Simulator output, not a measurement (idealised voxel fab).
Proc. module: voxel ribs on slabs
For reference, the cross-section in this document is cut, with width 145 nm and square cells of 5 nm.
Cross-section layout: square cells on a grid; listed as bands, top to bottom; a band spans one or more cell rows. For a band, the entry starts with two heights in nm, that of the top and then that of the bottom, and carries on with the band's materials in order from left to right, each alongside its width in nm; the word "full width" beside a single material means it fills the band edge to edge, and "empty" means empty space. Height reference: 0 = level under which incoming wafer is all one material. Lowest band: no bottom, runs on downward, e.g. "from 0 down". Width: "30..40" (first number = top row, second number = bottom row, same change from row to row of cells). The cross-section has no changed cell in any step marked "same as before". "Sealed void list": sealed empty spaces, 8 cells or more, no open way to top, listed width x height at distance, with distance from the left edge and width, height and distance in nm. Text after the settings on a step's line: the simulator's own remark on that step. What "overlay nm" on a step's line means: if the step has a mask, that mask lay this far to the right of its planned place, or, when the value is negative, to the left.

**Process steps foreseen in the plan**
1) op RECEIVE | material Si
2) op DIRECTIONAL_DEP | material SiO2 | thk nm 25
3) op DIRECTIONAL_DEP | material polySi | thk nm 15
4) op DIRECTIONAL_DEP | material aC | thk nm 15
5) op PATTERN | tone cover | mask id RIB | material resist | width nm 25 | thk nm 35 | overlay nm 0
6) op DIRECTIONAL_ETCH | etch materials aC | depth nm 15
7) op STRIP | etch materials resist
8) op DIRECTIONAL_ETCH | etch materials polySi | depth nm 10
9) op STRIP | etch materials aC
10) op PATTERN | tone cover | mask id SLAB | material resist | width nm 55 | thk nm 15 | overlay nm 0
11) op DIRECTIONAL_ETCH | etch materials polySi | depth nm 5
12) op STRIP | etch materials resist
13) op FILL_DEP | material SiO2 | thk nm 25
14) op CMP | height nm 55
15) op DIRECTIONAL_DEP | material TiN | thk nm 5
16) op DIRECTIONAL_DEP | material aC | thk nm 10
17) op PATTERN | tone cover | mask id HEATER | material resist | width nm 35 | thk nm 25 | overlay nm 0
18) op DIRECTIONAL_ETCH | etch materials aC | depth nm 10
19) op STRIP | etch materials resist
20) op DIRECTIONAL_ETCH | etch materials TiN | depth nm 5
21) op STRIP | etch materials aC
22) op CONFORMAL_DEP | material SiN | thk nm 10

**First of two wafers: run as planned**

**Shown in cross-section is the wafer as received, that is, as it stands after step 1**
	from 0 down: Si full width
	Sealed void list: none

**Upon completion of step 2, the wafer appears in cross-section as shown**
	from 25 to 0: SiO2 full width
	Below 0, the layers are the same as they were.

**Upon completion of step 3, the wafer appears in cross-section as shown**
	from 40 to 25: polySi full width
	Below 25, the layers are the same as they were.

**Upon completion of step 4, the wafer appears in cross-section as shown**
	from 55 to 40: aC full width
	Below 40, the layers are the same as they were.

**Upon completion of step 5, the wafer appears in cross-section as shown**
	from 90 to 55: empty (60), resist (25), empty (60)
	Below 55, the layers are the same as they were.

**Upon completion of step 6, the wafer appears in cross-section as shown**
	from 75 to 55: empty (60), resist (25), empty (60)
	from 55 to 40: empty (60), aC (25), empty (60)
	Below 40, the layers are the same as they were.

**Upon completion of step 7, the wafer appears in cross-section as shown**
	from 55 to 40: empty (60), aC (25), empty (60)
	Below 40, the layers are the same as they were.

**Upon completion of step 8, the wafer appears in cross-section as shown**
	from 55 to 40: empty (60), aC (25), empty (60)
	from 40 to 30: empty (60), polySi (25), empty (60)
	Below 30, the layers are the same as they were.

**Upon completion of step 9, the wafer appears in cross-section as shown**
	from 40 to 30: empty (60), polySi (25), empty (60)
	Below 30, the layers are the same as they were.

**Upon completion of step 10, the wafer appears in cross-section as shown**
	from 55 to 40: empty (45), resist (55), empty (45)
	from 40 to 30: empty (45), resist (15), polySi (25), resist (15), empty (45)
	Below 30, the layers are the same as they were.

**Upon completion of step 11, the wafer appears in cross-section as shown**
	from 55 to 40: empty (45), resist (55), empty (45)
	from 40 to 30: empty (45), resist (15), polySi (25), resist (15), empty (45)
	from 30 to 25: empty (45), polySi (55), empty (45)
	Below 25, the layers are the same as they were.

**Upon completion of step 12, the wafer appears in cross-section as shown**
	from 40 to 30: empty (60), polySi (25), empty (60)
	Below 30, the layers are the same as they were.

**Upon completion of step 13, the wafer appears in cross-section as shown**
	from 65 to 40: SiO2 full width
	from 40 to 30: SiO2 (60), polySi (25), SiO2 (60)
	from 30 to 25: SiO2 (45), polySi (55), SiO2 (45)
	Below 25, the layers are the same as they were.

**Upon completion of step 14, the wafer appears in cross-section as shown**
	from 55 to 40: SiO2 full width
	Below 40, the layers are the same as they were.

**Upon completion of step 15, the wafer appears in cross-section as shown**
	from 60 to 55: TiN full width
	Below 55, the layers are the same as they were.

**Upon completion of step 16, the wafer appears in cross-section as shown**
	from 70 to 60: aC full width
	Below 60, the layers are the same as they were.

**Upon completion of step 17, the wafer appears in cross-section as shown**
	from 95 to 70: empty (55), resist (35), empty (55)
	Below 70, the layers are the same as they were.

**Upon completion of step 18, the wafer appears in cross-section as shown**
	from 85 to 70: empty (55), resist (35), empty (55)
	from 70 to 60: empty (55), aC (35), empty (55)
	Below 60, the layers are the same as they were.

**Upon completion of step 19, the wafer appears in cross-section as shown**
	from 70 to 60: empty (55), aC (35), empty (55)
	Below 60, the layers are the same as they were.

**Upon completion of step 20, the wafer appears in cross-section as shown**
	from 70 to 60: empty (55), aC (35), empty (55)
	from 60 to 55: empty (55), TiN (35), empty (55)
	Below 55, the layers are the same as they were.

**Upon completion of step 21, the wafer appears in cross-section as shown**
	from 60 to 55: empty (55), TiN (35), empty (55)
	Below 55, the layers are the same as they were.

**Upon completion of step 22, the wafer appears in cross-section as shown**
	from 70 to 65: empty (45), SiN (55), empty (45)
	from 65 to 60: SiN full width
	from 60 to 55: SiN (55), TiN (35), SiN (55)
	Below 55, the layers are the same as they were.

**Wafer two. Same start, same plan, one slip in execution. Same as wafer one through step 9, inclusive**

**Second wafer profile in section, at the moment step 10 of the plan was meant to be complete**
	from 55 to 40: empty (40), resist (55), empty (50)
	from 40 to 30: empty (40), resist (20), polySi (25), resist (10), empty (50)
	Below 30, the layers are the same as they were.

**Second wafer profile in section, at the moment step 11 of the plan was meant to be complete**
	from 55 to 40: empty (40), resist (55), empty (50)
	from 40 to 30: empty (40), resist (20), polySi (25), resist (10), empty (50)
	from 30 to 25: empty (40), polySi (55), empty (50)
	Below 25, the layers are the same as they were.

**Second wafer profile in section, at the moment step 12 of the plan was meant to be complete**
	from 40 to 30: empty (60), polySi (25), empty (60)
	Below 30, the layers are the same as they were.

**Second wafer profile in section, at the moment step 13 of the plan was meant to be complete**
	from 65 to 40: SiO2 full width
	from 40 to 30: SiO2 (60), polySi (25), SiO2 (60)
	from 30 to 25: SiO2 (40), polySi (55), SiO2 (50)
	Below 25, the layers are the same as they were.

**Second wafer profile in section, at the moment step 14 of the plan was meant to be complete**
	from 55 to 40: SiO2 full width
	Below 40, the layers are the same as they were.

**Second wafer profile in section, at the moment step 15 of the plan was meant to be complete**
	from 60 to 55: TiN full width
	Below 55, the layers are the same as they were.

**Second wafer profile in section, at the moment step 16 of the plan was meant to be complete**
	from 70 to 60: aC full width
	Below 60, the layers are the same as they were.

**Second wafer profile in section, at the moment step 17 of the plan was meant to be complete**
	from 95 to 70: empty (55), resist (35), empty (55)
	Below 70, the layers are the same as they were.

**Second wafer profile in section, at the moment step 18 of the plan was meant to be complete**
	from 85 to 70: empty (55), resist (35), empty (55)
	from 70 to 60: empty (55), aC (35), empty (55)
	Below 60, the layers are the same as they were.

**Second wafer profile in section, at the moment step 19 of the plan was meant to be complete**
	from 70 to 60: empty (55), aC (35), empty (55)
	Below 60, the layers are the same as they were.

**Second wafer profile in section, at the moment step 20 of the plan was meant to be complete**
	from 70 to 60: empty (55), aC (35), empty (55)
	from 60 to 55: empty (55), TiN (35), empty (55)
	Below 55, the layers are the same as they were.

**Second wafer profile in section, at the moment step 21 of the plan was meant to be complete**
	from 60 to 55: empty (55), TiN (35), empty (55)
	Below 55, the layers are the same as they were.

**Second wafer profile in section, at the moment step 22 of the plan was meant to be complete**
	from 70 to 65: empty (45), SiN (55), empty (45)
	from 65 to 60: SiN full width
	from 60 to 55: SiN (55), TiN (35), SiN (55)
	Below 55, the layers are the same as they were.
Where did the run depart from the plan? off-plan run, step 10, actual operation and settings op PATTERN | tone cover | mask id SLAB | material resist | width nm 55 | thk nm 15 | overlay nm -5
Both wafers, final: cells per material equal; arrangement not.
